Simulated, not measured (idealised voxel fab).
This section sets out a process module, namely voxel capacitor over wiring.
Cross-section cut: width 220 nm, square cells of 5 nm.
Cross-section spec: square-cell grid; bands listed top down; each band is one or more rows.
Basically the band line says how high the top is and how high the bottom is, in nm, and then what's in it from left to right, every material with its width in nm. Empty space shows up as "empty", and if a single material carries "throughout" it runs the full band edge to edge.
Zero point of the height axis is 0; under it, received wafer = one material. Lowest band: continues down indefinitely, "z 0 and below".
Read "30..40" as a graded width: first number on top, second number at the bottom, same change between each pair of neighbouring rows.
Take "same as before" at face value: in the step it is given for, the cross-section changed in none of its cells.
Empty spaces without an open route to the top, at least 8 cells in extent, make up the entry "Completely enclosed voids"; each is given as width x height at distance, where the distance is measured from the left edge, and all are in nm.
Read whatever lies past the settings on a step's line as the simulator's own remark about the step.
overlay nm: mask offset rightward from planned place, masked step; negative means leftward offset.
### Listed below are the process steps as planned
1) RECEIVE | material Si
2) CONFORMAL_DEP | material SiO2 | thk nm 10
3) DIRECTIONAL_DEP | material TiN | thk nm 5
4) DIRECTIONAL_DEP | material Ru | thk nm 15
5) DIRECTIONAL_DEP | material aC | thk nm 15
6) PATTERN | tone cover | mask id METAL_1 | material resist | width nm 30 | pitch nm 90 | thk nm 35 | overlay nm 0
7) DIRECTIONAL_ETCH | etch materials aC | depth nm 15
8) STRIP | etch materials resist
9) DIRECTIONAL_ETCH | etch materials Ru | depth nm 15
10) DIRECTIONAL_ETCH | etch materials TiN | depth nm 5
11) STRIP | etch materials aC
12) CONFORMAL_DEP | material SiN | thk nm 5
13) FILL_DEP | material lowk | thk nm 5
14) CMP | height nm 30
15) CONFORMAL_DEP | material SiCN | thk nm 5
16) DIRECTIONAL_DEP | material SiO2 | thk nm 10
17) PATTERN | tone open | mask id PLUG_1 | material resist | width nm 15 | thk nm 15 | overlay nm 0
18) DIRECTIONAL_ETCH | etch materials SiO2 | depth nm 10
19) DIRECTIONAL_ETCH | etch materials SiCN | depth nm 5
20) STRIP | etch materials resist
21) CONFORMAL_DEP | material TiN | thk nm 5
22) FILL_DEP | material Cu | thk nm 5
23) CMP | height nm 45
24) DIRECTIONAL_DEP | material TiN | thk nm 10
25) DIRECTIONAL_DEP | material SiN | thk nm 5
26) DIRECTIONAL_DEP | material TiN | thk nm 5
27) MASKED_ETCH | tone cover | mask id UPPER_PLATE | width nm 65 | etch materials TiN | depth nm 5 | overlay nm 0
28) MASKED_ETCH | tone cover | mask id UPPER_PLATE | width nm 65 | etch materials SiN | depth nm 5 | overlay nm 0
29) DIRECTIONAL_DEP | material aC | thk nm 15
30) PATTERN | tone cover | mask id LOWER_PLATE | material resist | width nm 75 | thk nm 35 | overlay nm 0
31) DIRECTIONAL_ETCH | etch materials aC | depth nm 15
32) STRIP | etch materials resist
33) DIRECTIONAL_ETCH | etch materials TiN | depth nm 10
34) STRIP | etch materials aC
35) FILL_DEP | material SiO2 | thk nm 15
36) CMP | height nm 75
37) MASKED_ETCH | tone open | mask id PLUG_2 | width nm 15 | etch materials SiO2 | depth nm 10 | overlay nm 0
38) CONFORMAL_DEP | material TiN | thk nm 5
39) FILL_DEP | material Ru | thk nm 5
40) CMP | height nm 75
41) CONFORMAL_DEP | material SiCN | thk nm 5
### Incoming wafer, cross-sectional view, post step 1
> z 0 and below  Si throughout
> Completely enclosed voids: none
### End-of-module XS, first of two wafers, run as planned
> z 80 to 75  SiCN throughout
> z 75 to 70  SiO2 (75); TiN (5); Ru (5); TiN (5); SiO2 (130)
> z 70 to 60  SiO2 (75..65); TiN (15..65); SiO2 (130..90)
> z 60 to 55  SiO2 (65); SiN (65); SiO2 (90)
> z 55 to 45  SiO2 (60); TiN (75); SiO2 (85)
> z 45 to 35  SiO2 (65); TiN (5); Cu (5); TiN (5); SiO2 (140)
> z 35 to 30  SiCN (65); TiN (15); SiCN (140)
> z 30 to 15  lowk (45); SiN (5); Ru (30); SiN (5); lowk (50); SiN (5); Ru (30); SiN (5); lowk (45)
> z 15 to 10  SiN (50); TiN (30); SiN (60); TiN (30); SiN (50)
> z 10 to 0  SiO2 throughout
> z 0 and below  Si throughout
> Completely enclosed voids: none
### This is the second of the two wafers, cross-sectioned at the end of the module; it started exactly like the first and was given the same plan, but it was run with one mistake
> z 80 to 75  SiCN throughout
> z 75 to 70  SiO2 (75); TiN (5); Ru (5); TiN (5); SiO2 (130)
> z 70 to 65  SiO2 (75); TiN (15); SiO2 (130)
> z 65 to 60  SiO2 (65); SiN (65); SiO2 (90)
> z 60 to 50  SiO2 (60); TiN (75); SiO2 (85)
> z 50 to 45  TiN throughout
> z 45 to 35  SiO2 (65); TiN (5); Cu (5); TiN (5); SiO2 (140)
> z 35 to 30  SiCN (65); TiN (15); SiCN (140)
> z 30 to 15  lowk (45); SiN (5); Ru (30); SiN (5); lowk (50); SiN (5); Ru (30); SiN (5); lowk (45)
> z 15 to 10  SiN (50); TiN (30); SiN (60); TiN (30); SiN (50)
> z 10 to 0  SiO2 throughout
> z 0 and below  Si throughout
> Completely enclosed voids: none
Deviation from plan: the run placed steps 25 and 26 each in the position the plan gave to the other
Materials where the second wafer ends with more or fewer cells than the first: -31 SiO2, +31 TiN
